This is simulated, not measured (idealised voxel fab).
The process module that follows is named voxel self aligned contacts.
Cross-sectional view cut (width: 220 nm; square cell size: 5 nm).
The cross-sections in this document take the form of a grid made of square cells. They are written out as bands, in order from top to bottom. Each band consists of one or more rows of cells. Band: top and bottom heights (nm) first, top before bottom; then materials from left to right, widths in nm. "all across" marks a sole material filling the band edge to edge. "blank" denotes empty space. Measure heights from 0. That's the level where, below it, the as-received wafer is all one material. The lowest band is bottomless and extends downward; write it as in "0..down". So if you see something like "30..40" for the width, read it as the top row of the band sitting at the first number and the bottom row at the second, with every row in between moving by the same amount as the last. "no modifications" -> step changed no cross-section cell. So "Voids lacking openings" is basically the list of trapped voids: any empty space of 8 cells or more that can't reach the top through an opening. They're written width x height at distance, the distance being from the left edge, and it's all nm. Read whatever lies past the settings on a step's line as the simulator's own remark about the step. overlay nm: how far to the right of its planned place the mask lay on this masked step (negative: to the left).
So here's the lineup of process steps we planned
1 RECEIVE, material Si
2 OXIDIZE, depth nm 5
3 DIRECTIONAL_DEP, material polySi, thk nm 30
4 DIRECTIONAL_DEP, material SiN, thk nm 25
5 PATTERN, tone cover, mask id GATE, material resist, width nm 30, pitch nm 70, thk nm 15, overlay nm 0
6 DIRECTIONAL_ETCH, etch materials SiN, depth nm 25
7 DIRECTIONAL_ETCH, etch materials polySi, depth nm 30
8 STRIP, etch materials resist
9 CONFORMAL_DEP, material SiN, thk nm 10
10 DIRECTIONAL_ETCH, etch materials SiN, depth nm 10
11 FILL_DEP, material SiO2, thk nm 15
12 CMP, height nm 60
13 PATTERN, tone open, mask id CONTACT, material resist, width nm 50, pitch nm 70, thk nm 15, overlay nm 0
14 DIRECTIONAL_ETCH, etch materials SiO2, depth nm 65
15 STRIP, etch materials resist
16 CONFORMAL_DEP, material TiN, thk nm 5
17 FILL_DEP, material W, thk nm 10
18 CMP, height nm 60
19 CONFORMAL_DEP, material SiN, thk nm 5
First of the two wafers, run per plan
Incoming wafer in cross-section (state: after step 1)
* 0..down | Si all across
* Voids lacking openings: none
After step 2: wafer cross-section
* 0..-5 | SiO2 all across
* All layers under -5 are left as they were.
After step 3: wafer cross-section
* 30..0 | polySi all across
* All layers under 0 are left as they were.
After step 4: wafer cross-section
* 55..30 | SiN all across
* All layers under 30 are left as they were.
After step 5: wafer cross-section
* 70..55 | 25 of blank / 30 of resist / 40 of blank / 30 of resist / 40 of blank / 30 of resist / 25 of blank
* All layers under 55 are left as they were.
After step 6: wafer cross-section
* 70..55 | 25 of blank / 30 of resist / 40 of blank / 30 of resist / 40 of blank / 30 of resist / 25 of blank
* 55..30 | 25 of blank / 30 of SiN / 40 of blank / 30 of SiN / 40 of blank / 30 of SiN / 25 of blank
* All layers under 30 are left as they were.
After step 7: wafer cross-section
* 70..55 | 25 of blank / 30 of resist / 40 of blank / 30 of resist / 40 of blank / 30 of resist / 25 of blank
* 55..30 | 25 of blank / 30 of SiN / 40 of blank / 30 of SiN / 40 of blank / 30 of SiN / 25 of blank
* 30..0 | 25 of blank / 30 of polySi / 40 of blank / 30 of polySi / 40 of blank / 30 of polySi / 25 of blank
* All layers under 0 are left as they were.
After step 8: wafer cross-section
* 55..30 | 25 of blank / 30 of SiN / 40 of blank / 30 of SiN / 40 of blank / 30 of SiN / 25 of blank
* All layers under 30 are left as they were.
After step 9: wafer cross-section
* 65..30 | 15 of blank / 50 of SiN / 20 of blank / 50 of SiN / 20 of blank / 50 of SiN / 15 of blank
* 30..10 | 15 of blank / 10 of SiN / 30 of polySi / 10 of SiN / 20 of blank / 10 of SiN / 30 of polySi / 10 of SiN / 20 of blank / 10 of SiN / 30 of polySi / 10 of SiN / 15 of blank
* 10..0 | 25 of SiN / 30 of polySi / 40 of SiN / 30 of polySi / 40 of SiN / 30 of polySi / 25 of SiN
* All layers under 0 are left as they were.
After step 10: wafer cross-section
* 55..30 | 15 of blank / 50 of SiN / 20 of blank / 50 of SiN / 20 of blank / 50 of SiN / 15 of blank
* 30..0 | 15 of blank / 10 of SiN / 30 of polySi / 10 of SiN / 20 of blank / 10 of SiN / 30 of polySi / 10 of SiN / 20 of blank / 10 of SiN / 30 of polySi / 10 of SiN / 15 of blank
* All layers under 0 are left as they were.
After step 11: wafer cross-section
* 70..55 | SiO2 all across
* 55..30 | 15 of SiO2 / 50 of SiN / 20 of SiO2 / 50 of SiN / 20 of SiO2 / 50 of SiN / 15 of SiO2
* 30..0 | 15 of SiO2 / 10 of SiN / 30 of polySi / 10 of SiN / 20 of SiO2 / 10 of SiN / 30 of polySi / 10 of SiN / 20 of SiO2 / 10 of SiN / 30 of polySi / 10 of SiN / 15 of SiO2
* All layers under 0 are left as they were.
After step 12: wafer cross-section
* 60..55 | SiO2 all across
* All layers under 55 are left as they were.
After step 13: wafer cross-section
* 75..60 | 50 of resist / 50 of blank / 20 of resist / 50 of blank / 50 of resist
* All layers under 60 are left as they were.
After step 14: wafer cross-section
* 75..60 | 50 of resist / 50 of blank / 20 of resist / 50 of blank / 50 of resist
* 60..55 | 50 of SiO2 / 50 of blank / 20 of SiO2 / 50 of blank / 50 of SiO2
* 55..30 | 15 of SiO2 / 50 of SiN / 20 of blank / 50 of SiN / 20 of blank / 50 of SiN / 15 of SiO2
* 30..0 | 15 of SiO2 / 10 of SiN / 30 of polySi / 10 of SiN / 20 of blank / 10 of SiN / 30 of polySi / 10 of SiN / 20 of blank / 10 of SiN / 30 of polySi / 10 of SiN / 15 of SiO2
* 0..-5 | 65 of SiO2 / 20 of blank / 50 of SiO2 / 20 of blank / 65 of SiO2
* All layers under -5 are left as they were.
After step 15: wafer cross-section
* 60..55 | 50 of SiO2 / 50 of blank / 20 of SiO2 / 50 of blank / 50 of SiO2
* All layers under 55 are left as they were.
After step 16: wafer cross-section
* 65..60 | 55 of TiN / 40 of blank / 30 of TiN / 40 of blank / 55 of TiN
* 60..55 | 50 of SiO2 / 20 of TiN / 10 of blank / 20 of TiN / 20 of SiO2 / 20 of TiN / 10 of blank / 20 of TiN / 50 of SiO2
* 55..30 | 15 of SiO2 / 50 of SiN / 5 of TiN / 10 of blank / 5 of TiN / 50 of SiN / 5 of TiN / 10 of blank / 5 of TiN / 50 of SiN / 15 of SiO2
* 30..0 | 15 of SiO2 / 10 of SiN / 30 of polySi / 10 of SiN / 5 of TiN / 10 of blank / 5 of TiN / 10 of SiN / 30 of polySi / 10 of SiN / 5 of TiN / 10 of blank / 5 of TiN / 10 of SiN / 30 of polySi / 10 of SiN / 15 of SiO2
* 0..-5 | 65 of SiO2 / 20 of TiN / 50 of SiO2 / 20 of TiN / 65 of SiO2
* All layers under -5 are left as they were.
After step 17: wafer cross-section
* 75..65 | W all across
* 65..60 | 55 of TiN / 40 of W / 30 of TiN / 40 of W / 55 of TiN
* 60..55 | 50 of SiO2 / 20 of TiN / 10 of W / 20 of TiN / 20 of SiO2 / 20 of TiN / 10 of W / 20 of TiN / 50 of SiO2
* 55..30 | 15 of SiO2 / 50 of SiN / 5 of TiN / 10 of W / 5 of TiN / 50 of SiN / 5 of TiN / 10 of W / 5 of TiN / 50 of SiN / 15 of SiO2
* 30..0 | 15 of SiO2 / 10 of SiN / 30 of polySi / 10 of SiN / 5 of TiN / 10 of W / 5 of TiN / 10 of SiN / 30 of polySi / 10 of SiN / 5 of TiN / 10 of W / 5 of TiN / 10 of SiN / 30 of polySi / 10 of SiN / 15 of SiO2
* All layers under 0 are left as they were.
After step 18: wafer cross-section
* 60..55 | 50 of SiO2 / 20 of TiN / 10 of W / 20 of TiN / 20 of SiO2 / 20 of TiN / 10 of W / 20 of TiN / 50 of SiO2
* All layers under 55 are left as they were.
After step 19: wafer cross-section
* 65..60 | SiN all across
* All layers under 60 are left as they were.
Regarding the second of the two wafers: it shared the first wafer's starting condition and process plan, yet one error occurred during its execution. Its history coincides with that of the first wafer up to and including step 3
When step 4 should have ended
* 55..30 | W all across
* All layers under 30 are left as they were.
When step 5 should have ended
* 70..55 | 25 of blank / 30 of resist / 40 of blank / 30 of resist / 40 of blank / 30 of resist / 25 of blank
* All layers under 55 are left as they were.
when step 6 should have ended: no modifications
when step 7 should have ended: no modifications
When step 8 should have ended
* 55..30 | W all across
* All layers under 30 are left as they were.
When step 9 should have ended
* 65..55 | SiN all across
* All layers under 55 are left as they were.
When step 10 should have ended
* 55..30 | W all across
* All layers under 30 are left as they were.
When step 11 should have ended
* 70..55 | SiO2 all across
* All layers under 55 are left as they were.
When step 12 should have ended
* 60..55 | SiO2 all across
* All layers under 55 are left as they were.
When step 13 should have ended
* 75..60 | 50 of resist / 50 of blank / 20 of resist / 50 of blank / 50 of resist
* All layers under 60 are left as they were.
When step 14 should have ended
* 75..60 | 50 of resist / 50 of blank / 20 of resist / 50 of blank / 50 of resist
* 60..55 | 50 of SiO2 / 50 of blank / 20 of SiO2 / 50 of blank / 50 of SiO2
* All layers under 55 are left as they were.
When step 15 should have ended
* 60..55 | 50 of SiO2 / 50 of blank / 20 of SiO2 / 50 of blank / 50 of SiO2
* All layers under 55 are left as they were.
When step 16 should have ended
* 65..60 | 55 of TiN / 40 of blank / 30 of TiN / 40 of blank / 55 of TiN
* 60..55 | 50 of SiO2 / 50 of TiN / 20 of SiO2 / 50 of TiN / 50 of SiO2
* All layers under 55 are left as they were.
When step 17 should have ended
* 75..65 | W all across
* 65..60 | 55 of TiN / 40 of W / 30 of TiN / 40 of W / 55 of TiN
* All layers under 60 are left as they were.
When step 18 should have ended
* 60..55 | 50 of SiO2 / 50 of TiN / 20 of SiO2 / 50 of TiN / 50 of SiO2
* All layers under 55 are left as they were.
When step 19 should have ended
* 65..60 | SiN all across
* All layers under 60 are left as they were.
Against the plan, the run slipped here: note that step 4 departed from the planned setting and was carried out as DIRECTIONAL_DEP, material W, thk nm 25
Final cells, second wafer relative to first, materials higher or lower: SiN -222; SiO2 -58; TiN -48; W +172; polySi +156
